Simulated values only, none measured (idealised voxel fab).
The following is a process module called voxel plated lines.
The width of the displayed cross-section, cut, is 185 nm; its cells are square, with a size of 5 nm.
Cross-sections here: square-cell grids, written as top-down lists of bands, a band being one or more rows of cells.
The band entry comprises the height of the band's top followed by the height of its bottom, expressed in nm, and subsequently the band's materials from left to right, each stated together with its width in nm. Where a single material is marked with the word "everywhere", that material fills the band from edge to edge. The word "air" represents empty space.
Height datum 0, below which the as-received substrate wafer is one material. Lowest band open at the bottom, running downward: "z 0 and below".
Read "30->40" as a graded width: first number on top, second number at the bottom, same change between each pair of neighbouring rows.
When a step is marked "all unchanged", none of the cells in the cross-section changed during that step.
Heads up: "Trapped cavities" only lists the empty pockets with no open path to the top that are 8 cells or more, and it writes them as width x height at distance, distance from the left edge, in nm.
The remark found on a step's line after its settings is issued by the simulator itself and pertains to that step.
overlay nm: for a step with a mask, the amount by which the mask lay right of where it was planned; a negative amount means left of it.
The process steps that were planned are listed below
| 1 | RECEIVE [material Si] |
| 2 | CONFORMAL_DEP [material SiO2] [thk nm 10] |
| 3 | DIRECTIONAL_DEP [material TiN] [thk nm 5] |
| 4 | PATTERN [tone open] [mask id LINES] [material resist] [width nm 15] [pitch nm 35] [thk nm 30] [overlay nm 0] |
| 5 | EPI [material Ru] [thk nm 10] |
| 6 | EPI [material Ru] [thk nm 10] |
| 7 | STRIP [etch materials resist] |
| 8 | DIRECTIONAL_ETCH [etch materials TiN] [depth nm 5] |
| 9 | CONFORMAL_DEP [material SiO2] [thk nm 5] |
Wafer, first of two, run as planned
Cross-section of the incoming wafer, state after step 1
- z 0 and below: Si everywhere
- Trapped cavities: none
So this is the wafer cross-section right after step 2
- z 10 to 0: SiO2 everywhere
- Everything under 0 stays put, no change at all.
So this is the wafer cross-section right after step 3
- z 15 to 10: TiN everywhere
- Everything under 10 stays put, no change at all.
So this is the wafer cross-section right after step 4
- z 45 to 15: 30 resist, then 15 air, then 20 resist, then 15 air, then 20 resist, then 15 air, then 20 resist, then 15 air, then 35 resist
- Everything under 15 stays put, no change at all.
So this is the wafer cross-section right after step 5
- z 45 to 25: 30 resist, then 15 air, then 20 resist, then 15 air, then 20 resist, then 15 air, then 20 resist, then 15 air, then 35 resist
- z 25 to 15: 30 resist, then 15 Ru, then 20 resist, then 15 Ru, then 20 resist, then 15 Ru, then 20 resist, then 15 Ru, then 35 resist
- Everything under 15 stays put, no change at all.
So this is the wafer cross-section right after step 6
- z 45 to 35: 30 resist, then 15 air, then 20 resist, then 15 air, then 20 resist, then 15 air, then 20 resist, then 15 air, then 35 resist
- z 35 to 15: 30 resist, then 15 Ru, then 20 resist, then 15 Ru, then 20 resist, then 15 Ru, then 20 resist, then 15 Ru, then 35 resist
- Everything under 15 stays put, no change at all.
So this is the wafer cross-section right after step 7
- z 35 to 15: 30 air, then 15 Ru, then 20 air, then 15 Ru, then 20 air, then 15 Ru, then 20 air, then 15 Ru, then 35 air
- Everything under 15 stays put, no change at all.
So this is the wafer cross-section right after step 8
- z 35 to 15: 30 air, then 15 Ru, then 20 air, then 15 Ru, then 20 air, then 15 Ru, then 20 air, then 15 Ru, then 35 air
- z 15 to 10: 30 air, then 15 TiN, then 20 air, then 15 TiN, then 20 air, then 15 TiN, then 20 air, then 15 TiN, then 35 air
- Everything under 10 stays put, no change at all.
So this is the wafer cross-section right after step 9
- z 40 to 35: 25 air, then 25 SiO2, then 10 air, then 25 SiO2, then 10 air, then 25 SiO2, then 10 air, then 25 SiO2, then 30 air
- z 35 to 15: 25 air, then 5 SiO2, then 15 Ru, then 5 SiO2, then 10 air, then 5 SiO2, then 15 Ru, then 5 SiO2, then 10 air, then 5 SiO2, then 15 Ru, then 5 SiO2, then 10 air, then 5 SiO2, then 15 Ru, then 5 SiO2, then 30 air
- z 15 to 10: 30 SiO2, then 15 TiN, then 20 SiO2, then 15 TiN, then 20 SiO2, then 15 TiN, then 20 SiO2, then 15 TiN, then 35 SiO2
- Everything under 10 stays put, no change at all.
Wafer two. Identical start, identical plan. One mistake in execution. Identical history through step 2
Second wafer profile in section, at the moment step 3 of the plan was meant to be complete
- z 25 to 10: TiN everywhere
- Everything under 10 stays put, no change at all.
Second wafer profile in section, at the moment step 4 of the plan was meant to be complete
- z 55 to 25: 30 resist, then 15 air, then 20 resist, then 15 air, then 20 resist, then 15 air, then 20 resist, then 15 air, then 35 resist
- Everything under 25 stays put, no change at all.
Second wafer profile in section, at the moment step 5 of the plan was meant to be complete
- z 55 to 35: 30 resist, then 15 air, then 20 resist, then 15 air, then 20 resist, then 15 air, then 20 resist, then 15 air, then 35 resist
- z 35 to 25: 30 resist, then 15 Ru, then 20 resist, then 15 Ru, then 20 resist, then 15 Ru, then 20 resist, then 15 Ru, then 35 resist
- Everything under 25 stays put, no change at all.
Second wafer profile in section, at the moment step 6 of the plan was meant to be complete
- z 55 to 45: 30 resist, then 15 air, then 20 resist, then 15 air, then 20 resist, then 15 air, then 20 resist, then 15 air, then 35 resist
- z 45 to 25: 30 resist, then 15 Ru, then 20 resist, then 15 Ru, then 20 resist, then 15 Ru, then 20 resist, then 15 Ru, then 35 resist
- Everything under 25 stays put, no change at all.
Second wafer profile in section, at the moment step 7 of the plan was meant to be complete
- z 45 to 25: 30 air, then 15 Ru, then 20 air, then 15 Ru, then 20 air, then 15 Ru, then 20 air, then 15 Ru, then 35 air
- Everything under 25 stays put, no change at all.
Second wafer profile in section, at the moment step 8 of the plan was meant to be complete
- z 45 to 25: 30 air, then 15 Ru, then 20 air, then 15 Ru, then 20 air, then 15 Ru, then 20 air, then 15 Ru, then 35 air
- z 25 to 20: 30 air, then 15 TiN, then 20 air, then 15 TiN, then 20 air, then 15 TiN, then 20 air, then 15 TiN, then 35 air
- Everything under 20 stays put, no change at all.
Second wafer profile in section, at the moment step 9 of the plan was meant to be complete
- z 50 to 45: 25 air, then 25 SiO2, then 10 air, then 25 SiO2, then 10 air, then 25 SiO2, then 10 air, then 25 SiO2, then 30 air
- z 45 to 25: 25 air, then 5 SiO2, then 15 Ru, then 5 SiO2, then 10 air, then 5 SiO2, then 15 Ru, then 5 SiO2, then 10 air, then 5 SiO2, then 15 Ru, then 5 SiO2, then 10 air, then 5 SiO2, then 15 Ru, then 5 SiO2, then 30 air
- z 25 to 20: 30 SiO2, then 15 TiN, then 20 SiO2, then 15 TiN, then 20 SiO2, then 15 TiN, then 20 SiO2, then 15 TiN, then 35 SiO2
- Everything under 20 stays put, no change at all.
In executing the process, a mistake was made relative to the plan: for step 3, the planned setting was not used; the step was instead run as DIRECTIONAL_DEP [material TiN] [thk nm 15]
Final difference in cells, second wafer against first, listed per material as more or fewer: 74 more of TiN
